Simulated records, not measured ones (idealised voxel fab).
You're looking at the process module voxel self aligned contacts.
FYI the section here is cut, 180 nm wide, cells are 5 nm squares.
Square cells in a grid make up a cross-section in this document, and the grid is given as bands, listed from the top down, each one or more rows of cells.
The entry gives the band's vertical extent as a top height and a bottom height in nm, then its horizontal make-up as materials from left to right, each with a width in nm. "empty" stands for empty space; a single material marked "throughout" fills the band edge to edge.
All heights in this document are referenced to 0, defined as the level beneath which the wafer, as received, consists entirely of one material. The lowest band is not bounded below; it extends indefinitely downward and is written in the form "0 nm and below".
It should be noted that a width expressed as "30->40" varies in equal increments from row to row of cells within the band, taking the value of the first number at the top row and that of the second number at the bottom row.
The cross-section has no changed cell in any step marked "no change occurred".
The list in "Voids, sealed" covers empty spaces of 8 cells or more that cannot reach the top through any open way, and it gives each as width x height at distance; the distance is from the left edge, and width, height and distance are in nm.
Read whatever lies past the settings on a step's line as the simulator's own remark about the step.
Steps that use a mask can have "overlay nm" on their line. It says how far the mask sat to the right of where it was meant to be. Negative means to the left.
Set out below are the planned steps of the process
1. op RECEIVE | material Si
2. op OXIDIZE | depth nm 5
3. op DIRECTIONAL_DEP | material polySi | thk nm 30
4. op DIRECTIONAL_DEP | material SiN | thk nm 20
5. op MASKED_ETCH | tone cover | mask id GATE | width nm 25 | pitch nm 55 | etch materials SiN | depth nm 20 | overlay nm 0
6. op MASKED_ETCH | tone cover | mask id GATE | width nm 25 | pitch nm 55 | etch materials polySi | depth nm 30 | overlay nm 0
7. op CONFORMAL_DEP | material SiN | thk nm 5
8. op DIRECTIONAL_ETCH | etch materials SiN | depth nm 5
9. op FILL_DEP | material SiO2 | thk nm 20
10. op CMP | height nm 60
11. op MASKED_ETCH | tone open | mask id CONTACT | width nm 40 | pitch nm 55 | etch materials SiO2 | depth nm 65 | overlay nm 0
12. op CONFORMAL_DEP | material TiN | thk nm 5
13. op FILL_DEP | material Ru | thk nm 5
14. op CMP | height nm 60
15. op CONFORMAL_DEP | material SiCN | thk nm 5
Cross-section of the wafer at receipt, which is the condition after step 1
- 0 nm and below: Si throughout
- Voids, sealed: none
Looking at the first of two wafers in cross-section at end of module - ran to plan
- 65 nm to 60 nm: SiCN throughout
- 60 nm to 50 nm: SiO2: 40, then TiN: 5->15, then Ru: 30->10, then TiN: 5->15, then SiO2: 15, then TiN: 5->15, then Ru: 30->10, then TiN: 5->15, then SiO2: 45
- 50 nm to 30 nm: SiO2: 15, then SiN: 35, then TiN: 5, then Ru: 10, then TiN: 5, then SiN: 35, then TiN: 5, then Ru: 10, then TiN: 5, then SiN: 35, then SiO2: 20
- 30 nm to 0 nm: SiO2: 15, then SiN: 5, then polySi: 25, then SiN: 5, then TiN: 5, then Ru: 10, then TiN: 5, then SiN: 5, then polySi: 25, then SiN: 5, then TiN: 5, then Ru: 10, then TiN: 5, then SiN: 5, then polySi: 25, then SiN: 5, then SiO2: 20
- 0 nm to -5 nm: SiO2: 50, then TiN: 20, then SiO2: 35, then TiN: 20, then SiO2: 55
- -5 nm and below: Si throughout
- Voids, sealed: none
Module end: cross-section of wafer two of two. Same start and process plan as the first wafer. One mistake during execution
- 65 nm to 60 nm: SiCN throughout
- 60 nm to 50 nm: SiO2: 40, then TiN: 5->15, then Ru: 30->10, then TiN: 5->15, then SiO2: 15, then TiN: 5->15, then Ru: 30->10, then TiN: 5->15, then SiO2: 45
- 50 nm to 30 nm: SiO2: 15, then SiN: 35, then TiN: 5, then Ru: 10, then TiN: 5, then SiN: 35, then TiN: 5, then Ru: 10, then TiN: 5, then SiN: 35, then SiO2: 20
- 30 nm to 5 nm: SiO2: 15, then SiN: 5, then polySi: 25, then SiN: 5, then TiN: 5, then Ru: 10, then TiN: 5, then SiN: 5, then polySi: 25, then SiN: 5, then TiN: 5, then Ru: 10, then TiN: 5, then SiN: 5, then polySi: 25, then SiN: 5, then SiO2: 20
- 5 nm to 0 nm: SiO2: 15, then SiN: 5, then polySi: 25, then SiN: 5, then TiN: 20, then SiN: 5, then polySi: 25, then SiN: 5, then TiN: 20, then SiN: 5, then polySi: 25, then SiN: 5, then SiO2: 20
- 0 nm and below: Si throughout
- Voids, sealed: none
Misprocessing identified: plan step 2 skipped
Final wafer comparison in cells, second versus first, more or fewer per material: 4 fewer of Ru; 36 more of Si; 28 fewer of SiO2; 4 fewer of TiN
